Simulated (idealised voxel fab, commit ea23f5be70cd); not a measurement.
The following process module bears the name voxel gate over fins.
The width of the displayed cross-section, cut, is 230 nm; its cells are square, with a size of 5 nm.
For the purposes of this document, a cross-section shall be understood as a grid of square cells, specified as bands listed in top-to-bottom order, each band consisting of one or more rows of cells. Within each band entry, the heights of the top and of the bottom of the band appear first, in that order and in nm; the materials of the band then follow from left to right, each with its corresponding width in nm. The designation "edge to edge" on a single material indicates that it fills the band from edge to edge; the designation "air" indicates empty space. Heights from 0 (as-received wafer is one material below). Bottom band endless downward, as "0 -> down". With a width like "30->40", each row of cells in the band differs from the next by the same amount, the top row carrying the first number and the bottom row the second. "nothing altered", as given for a step, is the statement that not any cell of the cross-section underwent a change during that step. This entry, "Trapped void list", enumerates those empty regions of no fewer than 8 cells that possess no open connection to the top. Each region is reported in the form width x height at distance, the distance being taken from the left edge, with all three quantities expressed in nm. Formally, on a step line, whatever follows the settings is a remark that the simulator itself makes on the step. For masked steps, "overlay nm" on the step line gives how far right of plan the mask actually lay; a minus sign means it lay to the left.

-- The steps planned for the process are as follows
1) RECEIVE with material Si
2) CONFORMAL_DEP with material SiN, thk nm 5
3) DIRECTIONAL_DEP with material aC, thk nm 10
4) PATTERN with tone cover, mask id FINS, material resist, width nm 15, pitch nm 45, thk nm 25, overlay nm 0
5) DIRECTIONAL_ETCH with etch materials aC, depth nm 10
6) STRIP with etch materials resist
7) DIRECTIONAL_ETCH with etch materials SiN, depth nm 5
8) DIRECTIONAL_ETCH with etch materials Si, depth nm 35
9) STRIP with etch materials aC
10) OXIDIZE with depth nm 5
11) FILL_DEP with material SiO2, thk nm 15
12) CMP with height nm 5
13) SELECTIVE_ETCH with etch materials SiO2, depth nm 20
14) STRIP with etch materials SiN
15) CONFORMAL_DEP with material HfO2, thk nm 5
16) CONFORMAL_DEP with material TiN, thk nm 5
17) FILL_DEP with material W, thk nm 15
18) CMP with height nm 20
19) CONFORMAL_DEP with material SiN, thk nm 5

-- First of two wafers, with the run carried out as planned

-- Received-state cross-section, reflecting completion of step 1
* 0 -> down  Si edge to edge
* Trapped void list: none

-- Wafer after step 2 (cross-section)
* 5 -> 0  SiN edge to edge
* Everything under 0 stays put, no change at all.

-- Wafer after step 3 (cross-section)
* 15 -> 5  aC edge to edge
* Everything under 5 stays put, no change at all.

-- Wafer after step 4 (cross-section)
* 40 -> 15  air=60  resist=15  air=30  resist=15  air=30  resist=15  air=65
* Everything under 15 stays put, no change at all.

-- Wafer after step 5 (cross-section)
* 30 -> 15  air=60  resist=15  air=30  resist=15  air=30  resist=15  air=65
* 15 -> 5  air=60  aC=15  air=30  aC=15  air=30  aC=15  air=65
* Everything under 5 stays put, no change at all.

-- Wafer after step 6 (cross-section)
* 15 -> 5  air=60  aC=15  air=30  aC=15  air=30  aC=15  air=65
* Everything under 5 stays put, no change at all.

-- Wafer after step 7 (cross-section)
* 15 -> 5  air=60  aC=15  air=30  aC=15  air=30  aC=15  air=65
* 5 -> 0  air=60  SiN=15  air=30  SiN=15  air=30  SiN=15  air=65
* Everything under 0 stays put, no change at all.

-- Wafer after step 8 (cross-section)
* 15 -> 5  air=60  aC=15  air=30  aC=15  air=30  aC=15  air=65
* 5 -> 0  air=60  SiN=15  air=30  SiN=15  air=30  SiN=15  air=65
* 0 -> -35  air=60  Si=15  air=30  Si=15  air=30  Si=15  air=65
* Everything under -35 stays put, no change at all.

-- Wafer after step 9 (cross-section)
* 5 -> 0  air=60  SiN=15  air=30  SiN=15  air=30  SiN=15  air=65
* Everything under 0 stays put, no change at all.

-- Wafer after step 10 (cross-section)
* 5 -> 0  air=60  SiN=15  air=30  SiN=15  air=30  SiN=15  air=65
* 0 -> -35  air=60  SiO2=5  Si=5  SiO2=5  air=30  SiO2=5  Si=5  SiO2=5  air=30  SiO2=5  Si=5  SiO2=5  air=65
* -35 -> -40  SiO2=65  Si=5  SiO2=40  Si=5  SiO2=40  Si=5  SiO2=70
* Everything under -40 stays put, no change at all.

-- Wafer after step 11 (cross-section)
* 20 -> 5  SiO2 edge to edge
* 5 -> 0  SiO2=60  SiN=15  SiO2=30  SiN=15  SiO2=30  SiN=15  SiO2=65
* 0 -> -40  SiO2=65  Si=5  SiO2=40  Si=5  SiO2=40  Si=5  SiO2=70
* Everything under -40 stays put, no change at all.

-- Wafer after step 12 (cross-section)
* 5 -> 0  SiO2=60  SiN=15  SiO2=30  SiN=15  SiO2=30  SiN=15  SiO2=65
* Everything under 0 stays put, no change at all.

-- Wafer after step 13 (cross-section)
* 5 -> 0  air=60  SiN=15  air=30  SiN=15  air=30  SiN=15  air=65
* 0 -> -15  air=65  Si=5  air=40  Si=5  air=40  Si=5  air=70
* Everything under -15 stays put, no change at all.

-- Wafer after step 14 (cross-section)
* 0 -> -15  air=65  Si=5  air=40  Si=5  air=40  Si=5  air=70
* Everything under -15 stays put, no change at all.

-- Wafer after step 15 (cross-section)
* 5 -> 0  air=60  HfO2=15  air=30  HfO2=15  air=30  HfO2=15  air=65
* 0 -> -10  air=60  HfO2=5  Si=5  HfO2=5  air=30  HfO2=5  Si=5  HfO2=5  air=30  HfO2=5  Si=5  HfO2=5  air=65
* -10 -> -15  HfO2=65  Si=5  HfO2=40  Si=5  HfO2=40  Si=5  HfO2=70
* Everything under -15 stays put, no change at all.

-- Wafer after step 16 (cross-section)
* 10 -> 5  air=55  TiN=25  air=20  TiN=25  air=20  TiN=25  air=60
* 5 -> 0  air=55  TiN=5  HfO2=15  TiN=5  air=20  TiN=5  HfO2=15  TiN=5  air=20  TiN=5  HfO2=15  TiN=5  air=60
* 0 -> -5  air=55  TiN=5  HfO2=5  Si=5  HfO2=5  TiN=5  air=20  TiN=5  HfO2=5  Si=5  HfO2=5  TiN=5  air=20  TiN=5  HfO2=5  Si=5  HfO2=5  TiN=5  air=60
* -5 -> -10  TiN=60  HfO2=5  Si=5  HfO2=5  TiN=30  HfO2=5  Si=5  HfO2=5  TiN=30  HfO2=5  Si=5  HfO2=5  TiN=65
* Everything under -10 stays put, no change at all.

-- Wafer after step 17 (cross-section)
* 25 -> 10  W edge to edge
* 10 -> 5  W=55  TiN=25  W=20  TiN=25  W=20  TiN=25  W=60
* 5 -> 0  W=55  TiN=5  HfO2=15  TiN=5  W=20  TiN=5  HfO2=15  TiN=5  W=20  TiN=5  HfO2=15  TiN=5  W=60
* 0 -> -5  W=55  TiN=5  HfO2=5  Si=5  HfO2=5  TiN=5  W=20  TiN=5  HfO2=5  Si=5  HfO2=5  TiN=5  W=20  TiN=5  HfO2=5  Si=5  HfO2=5  TiN=5  W=60
* Everything under -5 stays put, no change at all.

-- Wafer after step 18 (cross-section)
* 20 -> 10  W edge to edge
* Everything under 10 stays put, no change at all.

-- Wafer after step 19 (cross-section)
* 25 -> 20  SiN edge to edge
* Everything under 20 stays put, no change at all.

-- Wafer two. Identical start, identical plan. One mistake in execution. Identical history through step 3

-- At the planned end of step 4, the second wafer in cross-section
* 40 -> 15  air=55  resist=25  air=20  resist=25  air=20  resist=25  air=60
* Everything under 15 stays put, no change at all.

-- At the planned end of step 5, the second wafer in cross-section
* 30 -> 15  air=55  resist=25  air=20  resist=25  air=20  resist=25  air=60
* 15 -> 5  air=55  aC=25  air=20  aC=25  air=20  aC=25  air=60
* Everything under 5 stays put, no change at all.

-- At the planned end of step 6, the second wafer in cross-section
* 15 -> 5  air=55  aC=25  air=20  aC=25  air=20  aC=25  air=60
* Everything under 5 stays put, no change at all.

-- At the planned end of step 7, the second wafer in cross-section
* 15 -> 5  air=55  aC=25  air=20  aC=25  air=20  aC=25  air=60
* 5 -> 0  air=55  SiN=25  air=20  SiN=25  air=20  SiN=25  air=60
* Everything under 0 stays put, no change at all.

-- At the planned end of step 8, the second wafer in cross-section
* 15 -> 5  air=55  aC=25  air=20  aC=25  air=20  aC=25  air=60
* 5 -> 0  air=55  SiN=25  air=20  SiN=25  air=20  SiN=25  air=60
* 0 -> -35  air=55  Si=25  air=20  Si=25  air=20  Si=25  air=60
* Everything under -35 stays put, no change at all.

-- At the planned end of step 9, the second wafer in cross-section
* 5 -> 0  air=55  SiN=25  air=20  SiN=25  air=20  SiN=25  air=60
* Everything under 0 stays put, no change at all.

-- At the planned end of step 10, the second wafer in cross-section
* 5 -> 0  air=55  SiN=25  air=20  SiN=25  air=20  SiN=25  air=60
* 0 -> -35  air=55  SiO2=5  Si=15  SiO2=5  air=20  SiO2=5  Si=15  SiO2=5  air=20  SiO2=5  Si=15  SiO2=5  air=60
* -35 -> -40  SiO2=60  Si=15  SiO2=30  Si=15  SiO2=30  Si=15  SiO2=65
* Everything under -40 stays put, no change at all.

-- At the planned end of step 11, the second wafer in cross-section
* 20 -> 5  SiO2 edge to edge
* 5 -> 0  SiO2=55  SiN=25  SiO2=20  SiN=25  SiO2=20  SiN=25  SiO2=60
* 0 -> -40  SiO2=60  Si=15  SiO2=30  Si=15  SiO2=30  Si=15  SiO2=65
* Everything under -40 stays put, no change at all.

-- At the planned end of step 12, the second wafer in cross-section
* 5 -> 0  SiO2=55  SiN=25  SiO2=20  SiN=25  SiO2=20  SiN=25  SiO2=60
* Everything under 0 stays put, no change at all.

-- At the planned end of step 13, the second wafer in cross-section
* 5 -> 0  air=55  SiN=25  air=20  SiN=25  air=20  SiN=25  air=60
* 0 -> -15  air=60  Si=15  air=30  Si=15  air=30  Si=15  air=65
* Everything under -15 stays put, no change at all.

-- At the planned end of step 14, the second wafer in cross-section
* 0 -> -15  air=60  Si=15  air=30  Si=15  air=30  Si=15  air=65
* Everything under -15 stays put, no change at all.

-- At the planned end of step 15, the second wafer in cross-section
* 5 -> 0  air=55  HfO2=25  air=20  HfO2=25  air=20  HfO2=25  air=60
* 0 -> -10  air=55  HfO2=5  Si=15  HfO2=5  air=20  HfO2=5  Si=15  HfO2=5  air=20  HfO2=5  Si=15  HfO2=5  air=60
* -10 -> -15  HfO2=60  Si=15  HfO2=30  Si=15  HfO2=30  Si=15  HfO2=65
* Everything under -15 stays put, no change at all.

-- At the planned end of step 16, the second wafer in cross-section
* 10 -> 5  air=50  TiN=35  air=10  TiN=35  air=10  TiN=35  air=55
* 5 -> 0  air=50  TiN=5  HfO2=25  TiN=5  air=10  TiN=5  HfO2=25  TiN=5  air=10  TiN=5  HfO2=25  TiN=5  air=55
* 0 -> -5  air=50  TiN=5  HfO2=5  Si=15  HfO2=5  TiN=5  air=10  TiN=5  HfO2=5  Si=15  HfO2=5  TiN=5  air=10  TiN=5  HfO2=5  Si=15  HfO2=5  TiN=5  air=55
* -5 -> -10  TiN=55  HfO2=5  Si=15  HfO2=5  TiN=20  HfO2=5  Si=15  HfO2=5  TiN=20  HfO2=5  Si=15  HfO2=5  TiN=60
* Everything under -10 stays put, no change at all.

-- At the planned end of step 17, the second wafer in cross-section
* 25 -> 10  W edge to edge
* 10 -> 5  W=50  TiN=35  W=10  TiN=35  W=10  TiN=35  W=55
* 5 -> 0  W=50  TiN=5  HfO2=25  TiN=5  W=10  TiN=5  HfO2=25  TiN=5  W=10  TiN=5  HfO2=25  TiN=5  W=55
* 0 -> -5  W=50  TiN=5  HfO2=5  Si=15  HfO2=5  TiN=5  W=10  TiN=5  HfO2=5  Si=15  HfO2=5  TiN=5  W=10  TiN=5  HfO2=5  Si=15  HfO2=5  TiN=5  W=55
* Everything under -5 stays put, no change at all.

-- At the planned end of step 18, the second wafer in cross-section
* 20 -> 10  W edge to edge
* Everything under 10 stays put, no change at all.

-- At the planned end of step 19, the second wafer in cross-section
* 25 -> 20  SiN edge to edge
* Everything under 20 stays put, no change at all.
In executing the process, a mistake was made relative to the plan: contrary to plan, step 4 was performed as PATTERN with tone cover, mask id FINS, material resist, width nm 25, pitch nm 45, thk nm 25, overlay nm 0
It is noted that, at the conclusion of processing, the second wafer exhibits a higher or lower cell count for certain materials relative to the first: Si: 48 more | SiO2: 30 fewer | W: 18 fewer
